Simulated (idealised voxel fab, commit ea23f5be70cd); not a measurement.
The name of this process module is voxel capacitor over wiring.
Shown is cross-section cut, with a width of 290 nm and square cells of size 5 nm.
Format of a cross-section: grid, square cells. Given as bands. Order: top down. Band: one or more rows of cells.
Look at the band entry: it leads with the top's height and the bottom's height in nm. Then it lists the materials left to right, with a width in nm for each. The word "throughout" on a single material says that material fills the band edge to edge. The word "empty" is empty space.
Heights from 0 (as-received wafer is one material below). Bottom band endless downward, as "top 0, no bottom".
It should be noted that a width expressed as "30->40" varies in equal increments from row to row of cells within the band, taking the value of the first number at the top row and that of the second number at the bottom row.
"no change occurred" (step): cross-section cells unchanged, all of them.
If an empty space has no open way to the top and is at least 8 cells in size, "Completely sealed voids" lists it, written width x height at distance, where distance is measured from the left edge and every value is in nm.
Where a step's line continues beyond its settings, the continuation is a remark by the simulator itself on that step.
Steps that use a mask can have "overlay nm" on their line. It says how far the mask sat to the right of where it was meant to be. Negative means to the left.

### This section lists the process steps that were planned
1) RECEIVE: material Si
2) CONFORMAL_DEP: material SiO2, thk nm 10
3) CONFORMAL_DEP: material SiN, thk nm 5
4) DIRECTIONAL_DEP: material SiO2, thk nm 25
5) PATTERN: tone open, mask id METAL_1, material resist, width nm 20, pitch nm 75, thk nm 15, overlay nm 0
6) DIRECTIONAL_ETCH: etch materials SiO2, depth nm 25
7) DIRECTIONAL_ETCH: etch materials SiN, depth nm 5
8) STRIP: etch materials resist
9) CONFORMAL_DEP: material TiN, thk nm 5
10) FILL_DEP: material Cu, thk nm 5
11) CMP: height nm 40
12) CONFORMAL_DEP: material SiCN, thk nm 5
13) DIRECTIONAL_DEP: material SiO2, thk nm 15
14) DIRECTIONAL_DEP: material aC, thk nm 15
15) PATTERN: tone open, mask id PLUG_1, material resist, width nm 15, thk nm 35, overlay nm 0
16) DIRECTIONAL_ETCH: etch materials aC, depth nm 15
17) STRIP: etch materials resist
18) DIRECTIONAL_ETCH: etch materials SiO2, depth nm 15
19) DIRECTIONAL_ETCH: etch materials SiCN, depth nm 5
20) STRIP: etch materials aC
21) EPI: material Ru, thk nm 10
22) EPI: material Ru, thk nm 10
23) DIRECTIONAL_DEP: material TiN, thk nm 5
24) DIRECTIONAL_DEP: material Al2O3, thk nm 5
25) DIRECTIONAL_DEP: material TiN, thk nm 5
26) MASKED_ETCH: tone cover, mask id UPPER_PLATE, width nm 60, etch materials TiN, depth nm 5, overlay nm 0
27) MASKED_ETCH: tone cover, mask id UPPER_PLATE, width nm 60, etch materials Al2O3, depth nm 5, overlay nm 0
28) MASKED_ETCH: tone cover, mask id LOWER_PLATE, width nm 70, etch materials TiN, depth nm 5, overlay nm 0
29) FILL_DEP: material SiO2, thk nm 15
30) CMP: height nm 85
31) PATTERN: tone open, mask id PLUG_2, material resist, width nm 15, thk nm 20, overlay nm 0
32) DIRECTIONAL_ETCH: etch materials SiO2, depth nm 10
33) STRIP: etch materials resist
34) CONFORMAL_DEP: material TiN, thk nm 5
35) FILL_DEP: material Ru, thk nm 5
36) CMP: height nm 85
37) CONFORMAL_DEP: material SiCN, thk nm 5

### Cross-section, incoming material, after step 1
	top 0, no bottom: Si throughout
	Completely sealed voids: none

### Wafer cross-section at module end: first of two, run to plan
	top 90, bottom 85: SiCN throughout
	top 85, bottom 80: 110 SiO2, 5 TiN, 5 Ru, 5 TiN, 165 SiO2
	top 80, bottom 70: 110->100 SiO2, 15->60 TiN, 165->130 SiO2
	top 70, bottom 65: 100 SiO2, 60 Al2O3, 130 SiO2
	top 65, bottom 60: 95 SiO2, 70 TiN, 125 SiO2
	top 60, bottom 45: 100 SiO2, 15 Ru, 175 SiO2
	top 45, bottom 40: 100 SiCN, 15 Ru, 175 SiCN
	top 40, bottom 15: 95 SiO2, 5 TiN, 10 Cu, 5 TiN, 55 SiO2, 5 TiN, 10 Cu, 5 TiN, 100 SiO2
	top 15, bottom 10: 95 SiN, 20 TiN, 55 SiN, 20 TiN, 100 SiN
	top 10, bottom 0: SiO2 throughout
	top 0, no bottom: Si throughout
	Completely sealed voids: none

### Cross-section of the latter of the two wafers at module completion. It had an identical start and an identical plan to the former; in running it, one mistake was made
	top 90, bottom 85: SiCN throughout
	top 85, bottom 80: 110 SiO2, 5 TiN, 5 Ru, 5 TiN, 165 SiO2
	top 80, bottom 70: 110->100 SiO2, 15->60 TiN, 165->130 SiO2
	top 70, bottom 65: 100 SiO2, 60 Al2O3, 130 SiO2
	top 65, bottom 60: Cu throughout
	top 60, bottom 45: 100 SiO2, 15 Ru, 175 SiO2
	top 45, bottom 40: 100 SiCN, 15 Ru, 175 SiCN
	top 40, bottom 15: 95 SiO2, 5 TiN, 10 Cu, 5 TiN, 55 SiO2, 5 TiN, 10 Cu, 5 TiN, 100 SiO2
	top 15, bottom 10: 95 SiN, 20 TiN, 55 SiN, 20 TiN, 100 SiN
	top 10, bottom 0: SiO2 throughout
	top 0, no bottom: Si throughout
	Completely sealed voids: none
Plan not followed: heads up, step 23 didn't go per plan, it actually ran as DIRECTIONAL_DEP: material Cu, thk nm 5
Final difference in cells, second wafer against first, listed per material as more or fewer: Cu: 58 more, SiO2: 44 fewer, TiN: 14 fewer
